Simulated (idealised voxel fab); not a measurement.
Process module, titled voxel transistor to metal
The figure presents cross-section cut, which has a width of 180 nm and is divided into square cells with an edge length of 5 nm.
Cross-sections here: square-cell grids, written as top-down lists of bands, a band being one or more rows of cells. Heights first: top, then bottom, in nm. Then materials, left to right, each with a width in nm. "everywhere" on a single material: fills the band edge to edge. "blank": empty space. The reference from which all heights are counted is 0, the level beneath which the as-received wafer is entirely one material; the lowest band, having no lower bound, proceeds downward and is written after the example "0 and below". Quick explanation for "30 to 40": the width changes in equal steps down the rows of cells, from the first number in the band's top row to the second number in its bottom row. "everything unchanged", as given for a step, is the statement that not any cell of the cross-section underwent a change during that step. Each empty space that has no open way to the top and spans at least 8 cells appears under "Closed void roster" as width x height at distance, the distance counted from the left edge, all in nm. Text after the settings on a step's line: the simulator's own remark on that step. Steps that use a mask can have "overlay nm" on their line. It says how far the mask sat to the right of where it was meant to be. Negative means to the left.
These are the steps we planned for the process:
1 RECEIVE,material Si
2 OXIDIZE,depth nm 5
3 CONFORMAL_DEP,material SiN,thk nm 10
4 PATTERN,tone cover,mask id ACTIVE,material resist,width nm 95,thk nm 15,overlay nm -15
5 DIRECTIONAL_ETCH,etch materials SiN,depth nm 10
6 DIRECTIONAL_ETCH,etch materials SiO2,depth nm 5
7 DIRECTIONAL_ETCH,etch materials Si,depth nm 25
8 STRIP,etch materials resist
9 OXIDIZE,depth nm 5
10 FILL_DEP,material SiO2,thk nm 15
11 CMP,height nm 10
12 SELECTIVE_ETCH,etch materials SiO2,depth nm 5
13 STRIP,etch materials SiN
14 SELECTIVE_ETCH,etch materials SiO2,depth nm 5
15 OXIDIZE,depth nm 5
16 DIRECTIONAL_DEP,material polySi,thk nm 20
17 DIRECTIONAL_DEP,material SiCN,thk nm 10
18 MASKED_ETCH,tone cover,mask id GATE,width nm 15,etch materials SiCN,depth nm 20,overlay nm 0
19 MASKED_ETCH,tone cover,mask id GATE,width nm 15,etch materials polySi,depth nm 30,overlay nm 0
20 CONFORMAL_DEP,material SiO2,thk nm 5
21 DIRECTIONAL_ETCH,etch materials SiO2,depth nm 5
22 CONFORMAL_DEP,material SiN,thk nm 10
23 DIRECTIONAL_ETCH,etch materials SiN,depth nm 10
24 DIRECTIONAL_ETCH,etch materials SiO2,depth nm 5
25 DIRECTIONAL_ETCH,etch materials Si,depth nm 15
26 EPI,material nSi,thk nm 20
27 FILL_DEP,material SiO2,thk nm 5
28 CMP,height nm 25
29 DIRECTIONAL_DEP,material SiO2,thk nm 10
30 PATTERN,tone open,mask id CONTACT,material resist,width nm 25,pitch nm 50,thk nm 15,overlay nm 0
31 DIRECTIONAL_ETCH,etch materials SiO2,depth nm 25
32 STRIP,etch materials resist
33 CONFORMAL_DEP,material TiN,thk nm 5
34 FILL_DEP,material Ru,thk nm 5
35 CMP,height nm 35
36 CONFORMAL_DEP,material SiN,thk nm 5
37 DIRECTIONAL_DEP,material lowk,thk nm 20
38 PATTERN,tone open,mask id METAL_1,material resist,width nm 15,pitch nm 60,thk nm 20,overlay nm 0
39 DIRECTIONAL_ETCH,etch materials lowk,depth nm 20
40 DIRECTIONAL_ETCH,etch materials SiN,depth nm 5
41 STRIP,etch materials resist
42 CONFORMAL_DEP,material TiN,thk nm 5
43 FILL_DEP,material W,thk nm 5
44 CMP,height nm 60
45 CONFORMAL_DEP,material SiCN,thk nm 5
varied across the wafers: overlay nm of step 4. The plan shows the first wafer's value. All wafers start alike
As-received cross-section, first of several wafers, post step 1:
> 0 and below | Si everywhere
> Closed void roster: none
Cross-sectional representation of the first of several wafers at the end of the module, i.e. after its terminal step, step 45:
> 65 down to 60 | SiCN everywhere
> 60 down to 40 | 50 lowk; 5 TiN; 5 W; 5 TiN; 45 lowk; 5 TiN; 5 W; 5 TiN; 55 lowk
> 40 down to 35 | 50 SiN; 15 TiN; 45 SiN; 15 TiN; 55 SiN
> 35 down to 25 | 50 SiO2; 5 TiN; 15 to 5 Ru; 5 to 15 TiN; 25 SiO2; 5 to 15 TiN; 15 to 5 Ru; 5 TiN; 55 SiO2
> 25 down to 15 | 50 SiO2; 5 TiN; 5 Ru; 5 TiN; 10 SiN; 5 SiO2; 15 SiCN; 5 SiO2; 10 SiN; 5 TiN; 5 Ru; 5 TiN; 55 SiO2
> 15 down to 10 | 50 SiO2; 15 TiN; 10 SiN; 5 SiO2; 15 polySi; 5 SiO2; 10 SiN; 15 TiN; 55 SiO2
> 10 down to 0 | 25 SiO2; 40 nSi; 10 SiN; 5 SiO2; 15 polySi; 5 SiO2; 10 SiN; 70 SiO2
> 0 down to -5 | 25 SiO2; 10 SiN; 30 nSi; 10 SiN; 5 SiO2; 15 polySi; 5 SiO2; 20 SiN; 60 SiO2
> -5 down to -10 | 35 SiO2; 30 nSi; 115 SiO2
> -10 down to -25 | 30 SiO2; 5 Si; 30 nSi; 50 Si; 65 SiO2
> -25 down to -35 | 30 SiO2; 85 Si; 65 SiO2
> -35 and below | Si everywhere
> Closed void roster: none
So this is the cross-section on the last wafer at the end of the module:
> 65 down to 60 | SiCN everywhere
> 60 down to 40 | 50 lowk; 5 TiN; 5 W; 5 TiN; 45 lowk; 5 TiN; 5 W; 5 TiN; 55 lowk
> 40 down to 35 | 50 SiN; 15 TiN; 45 SiN; 15 TiN; 55 SiN
> 35 down to 25 | 50 SiO2; 5 TiN; 15 to 5 Ru; 5 to 15 TiN; 25 SiO2; 5 to 15 TiN; 15 to 5 Ru; 5 TiN; 55 SiO2
> 25 down to 15 | 50 SiO2; 5 TiN; 5 Ru; 5 TiN; 10 SiN; 5 SiO2; 15 SiCN; 5 SiO2; 10 SiN; 5 TiN; 5 Ru; 5 TiN; 55 SiO2
> 15 down to 10 | 50 SiO2; 15 TiN; 10 SiN; 5 SiO2; 15 polySi; 5 SiO2; 10 SiN; 15 TiN; 55 SiO2
> 10 down to 0 | 65 SiO2; 10 SiN; 5 SiO2; 15 polySi; 5 SiO2; 10 SiN; 40 nSi; 30 SiO2
> 0 down to -5 | 55 SiO2; 20 SiN; 5 SiO2; 15 polySi; 5 SiO2; 10 SiN; 30 nSi; 10 SiN; 30 SiO2
> -5 down to -10 | 110 SiO2; 30 nSi; 40 SiO2
> -10 down to -25 | 60 SiO2; 50 Si; 30 nSi; 5 Si; 35 SiO2
> -25 down to -35 | 60 SiO2; 85 Si; 35 SiO2
> -35 and below | Si everywhere
> Closed void roster: none
Basically each wafer gets a line in the table, showing it at the end of the module: material by material, the cells it gained (+) or lost (-) since we got it, then its closed voids:
overlay nm -15; +12 Ru; -185 Si; +42 SiCN; +58 SiN; +307 SiO2; +48 TiN; +8 W; +120 lowk; +46 nSi; +12 polySi; Closed void roster: none
overlay nm -10; +12 Ru; -185 Si; +42 SiCN; +58 SiN; +303 SiO2; +48 TiN; +8 W; +120 lowk; +50 nSi; +12 polySi; Closed void roster: none
overlay nm -5; +12 Ru; -185 Si; +42 SiCN; +58 SiN; +303 SiO2; +48 TiN; +8 W; +120 lowk; +50 nSi; +12 polySi; Closed void roster: none
overlay nm 0; +12 Ru; -185 Si; +42 SiCN; +58 SiN; +303 SiO2; +48 TiN; +8 W; +120 lowk; +50 nSi; +12 polySi; Closed void roster: none
overlay nm 5; +12 Ru; -185 Si; +42 SiCN; +58 SiN; +303 SiO2; +48 TiN; +8 W; +120 lowk; +50 nSi; +12 polySi; Closed void roster: none
overlay nm 10; +12 Ru; -185 Si; +42 SiCN; +58 SiN; +303 SiO2; +48 TiN; +8 W; +120 lowk; +50 nSi; +12 polySi; Closed void roster: none
overlay nm 15; +12 Ru; -185 Si; +42 SiCN; +58 SiN; +307 SiO2; +48 TiN; +8 W; +120 lowk; +46 nSi; +12 polySi; Closed void roster: none
